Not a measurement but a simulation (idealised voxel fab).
process module | voxel wiring stack
cross-section cut | 170 nm wide | cells 5 nm
A cross-section is a grid of square cells, given in bands from the top down. A band is one or more rows of cells.
Each band's line starts with the height of the band's top and of its bottom, in nm. Then come its materials from left to right, each with its width in nm. One material with "throughout" fills the band from edge to edge. "air" is empty space.
Height 0 is the level under which the wafer as received is all one material. The lowest band goes on downwards, as in "0 down".
A width such as "30 to 40" changes by the same amount from each row of cells to the next, from the band's top row to its bottom row.
"no change" after a step means that no cell of the cross-section changed.
closed voids: empty space of 8 cells or more with no open way to the top, each as width x height at its distance from the left edge, in nm
after a step's settings: what the simulator itself notes on the step
overlay nm, on a step with a mask: how far to the right of its planned place the mask lay; to the left if negative
plan
1 op RECEIVE | material Si
2 op CONFORMAL_DEP | material SiO2 | thk nm 10
3 op CONFORMAL_DEP | material SiN | thk nm 5
4 op DIRECTIONAL_DEP | material lowk | thk nm 15
5 op PATTERN | tone open | mask id METAL_1 | material resist | width nm 20 | pitch nm 35 | thk nm 20 | overlay nm 0
6 op DIRECTIONAL_ETCH | etch materials lowk | depth nm 15
7 op DIRECTIONAL_ETCH | etch materials SiN | depth nm 5
8 op STRIP | etch materials resist
9 op CONFORMAL_DEP | material TiN | thk nm 5
10 op FILL_DEP | material Ru | thk nm 10
11 op CMP | height nm 30
12 op EPI | material Ru | thk nm 5
13 op FILL_DEP | material SiCN | thk nm 5
14 op DIRECTIONAL_DEP | material SiO2 | thk nm 10
15 op DIRECTIONAL_DEP | material aC | thk nm 15
16 op PATTERN | tone open | mask id PLUG_1 | material resist | width nm 15 | pitch nm 35 | thk nm 35 | overlay nm 0
17 op DIRECTIONAL_ETCH | etch materials aC | depth nm 15
18 op STRIP | etch materials resist
19 op DIRECTIONAL_ETCH | etch materials SiO2 | depth nm 10
20 op DIRECTIONAL_ETCH | etch materials SiCN | depth nm 5
21 op STRIP | etch materials aC
22 op EPI | material Ru | thk nm 10
23 op EPI | material Ru | thk nm 5
24 op CONFORMAL_DEP | material SiN | thk nm 5
25 op DIRECTIONAL_DEP | material lowk | thk nm 15
26 op MASKED_ETCH | tone open | mask id METAL_2 | width nm 20 | pitch nm 35 | etch materials lowk | depth nm 15 | overlay nm 0
27 op MASKED_ETCH | tone open | mask id METAL_2 | width nm 20 | pitch nm 35 | etch materials SiN | depth nm 5 | overlay nm 0
28 op CONFORMAL_DEP | material TiN | thk nm 5
29 op FILL_DEP | material W | thk nm 5
30 op CMP | height nm 70
31 op EPI | material Ru | thk nm 5
32 op FILL_DEP | material SiCN | thk nm 5
33 op DIRECTIONAL_DEP | material SiO2 | thk nm 30
34 op MASKED_ETCH | tone open | mask id METAL_3 | width nm 20 | pitch nm 35 | etch materials SiO2 | depth nm 15 | overlay nm 0
35 op PATTERN | tone open | mask id METAL_3_HOLES | material resist | width nm 15 | pitch nm 35 | thk nm 15 | overlay nm 0
36 op DIRECTIONAL_ETCH | etch materials SiO2 | depth nm 15
37 op DIRECTIONAL_ETCH | etch materials SiCN | depth nm 5
38 op STRIP | etch materials resist
39 op CONFORMAL_DEP | material TiN | thk nm 5
40 op FILL_DEP | material Ru | thk nm 10
41 op CMP | height nm 110
42 op CONFORMAL_DEP | material SiN | thk nm 5
as received, after step 1
  0 down: Si throughout
  closed voids: none
first wafer at the end, as planned
  115 to 110: SiN throughout
  110 to 100: SiO2 20 | TiN 5 | Ru 10 | TiN 5 | SiO2 15 | TiN 5 | Ru 10 | TiN 5 | SiO2 15 | TiN 5 | Ru 10 | TiN 5 | SiO2 15 | TiN 5 | Ru 10 | TiN 5 | SiO2 25
  100 to 95: SiO2 20 | TiN 5 | Ru 5 | TiN 10 | SiO2 15 | TiN 5 | Ru 5 | TiN 10 | SiO2 15 | TiN 5 | Ru 5 | TiN 10 | SiO2 15 | TiN 5 | Ru 5 | TiN 10 | SiO2 25
  95 to 80: SiO2 20 | TiN 5 | Ru 5 | TiN 5 | SiO2 20 | TiN 5 | Ru 5 | TiN 5 | SiO2 20 | TiN 5 | Ru 5 | TiN 5 | SiO2 20 | TiN 5 | Ru 5 | TiN 5 | SiO2 30
  80 to 75: SiCN 20 | TiN 15 | SiCN 20 | TiN 15 | SiCN 20 | TiN 15 | SiCN 20 | TiN 15 | SiCN 30
  75 to 70: SiCN 15 | Ru 30 | SiCN 5 | Ru 30 | SiCN 5 | Ru 30 | SiCN 5 | Ru 30 | SiCN 20
  70 to 55: lowk 20 | TiN 5 | W 10 | TiN 5 | lowk 15 | TiN 5 | W 10 | TiN 5 | lowk 15 | TiN 5 | W 10 | TiN 5 | lowk 15 | TiN 5 | W 10 | TiN 5 | lowk 25
  55 to 50: SiN 20 | TiN 20 | SiN 15 | TiN 20 | SiN 15 | TiN 20 | SiN 15 | TiN 20 | SiN 25
  50 to 40: SiO2 20 | Ru 15 | SiO2 20 | Ru 15 | SiO2 20 | Ru 15 | SiO2 20 | Ru 15 | SiO2 30
  40 to 30: SiCN 20 to 15 | Ru 15 to 30 | SiCN 20 to 5 | Ru 15 to 30 | SiCN 20 to 5 | Ru 15 to 30 | SiCN 20 to 5 | Ru 15 to 30 | SiCN 30 to 20
  30 to 15: lowk 20 | TiN 5 | Ru 10 | TiN 5 | lowk 15 | TiN 5 | Ru 10 | TiN 5 | lowk 15 | TiN 5 | Ru 10 | TiN 5 | lowk 15 | TiN 5 | Ru 10 | TiN 5 | lowk 25
  15 to 10: SiN 20 | TiN 20 | SiN 15 | TiN 20 | SiN 15 | TiN 20 | SiN 15 | TiN 20 | SiN 25
  10 to 0: SiO2 throughout
  0 down: Si throughout
  closed voids: none
second wafer at the end: like start, like plan, one mistake
  115 to 110: SiN throughout
  110 to 105: SiCN 20 | TiN 15 | SiCN 20 | TiN 15 | SiCN 20 | TiN 15 | SiCN 20 | TiN 15 | SiCN 30
  105 to 100: SiCN 15 | SiO2 30 | SiCN 5 | SiO2 30 | SiCN 5 | SiO2 30 | SiCN 5 | SiO2 30 | SiCN 20
  100 to 75: SiO2 throughout
  75 to 70: SiO2 15 | Ru 30 | SiO2 5 | Ru 30 | SiO2 5 | Ru 30 | SiO2 5 | Ru 30 | SiO2 20
  70 to 55: lowk 20 | TiN 5 | W 10 | TiN 5 | lowk 15 | TiN 5 | W 10 | TiN 5 | lowk 15 | TiN 5 | W 10 | TiN 5 | lowk 15 | TiN 5 | W 10 | TiN 5 | lowk 25
  55 to 50: SiN 20 | TiN 20 | SiN 15 | TiN 20 | SiN 15 | TiN 20 | SiN 15 | TiN 20 | SiN 25
  50 to 40: SiO2 20 | Ru 15 | SiO2 20 | Ru 15 | SiO2 20 | Ru 15 | SiO2 20 | Ru 15 | SiO2 30
  40 to 30: SiCN 20 to 15 | Ru 15 to 30 | SiCN 20 to 5 | Ru 15 to 30 | SiCN 20 to 5 | Ru 15 to 30 | SiCN 20 to 5 | Ru 15 to 30 | SiCN 30 to 20
  30 to 15: lowk 20 | TiN 5 | Ru 10 | TiN 5 | lowk 15 | TiN 5 | Ru 10 | TiN 5 | lowk 15 | TiN 5 | Ru 10 | TiN 5 | lowk 15 | TiN 5 | Ru 10 | TiN 5 | lowk 25
  15 to 10: SiN 20 | TiN 20 | SiN 15 | TiN 20 | SiN 15 | TiN 20 | SiN 15 | TiN 20 | SiN 25
  10 to 0: SiO2 throughout
  0 down: Si throughout
  closed voids: none
what went wrong: steps 32 and 33 were swapped
at the end the second wafer has, in cells: 32 fewer of Ru | 84 more of SiO2 | 52 fewer of TiN
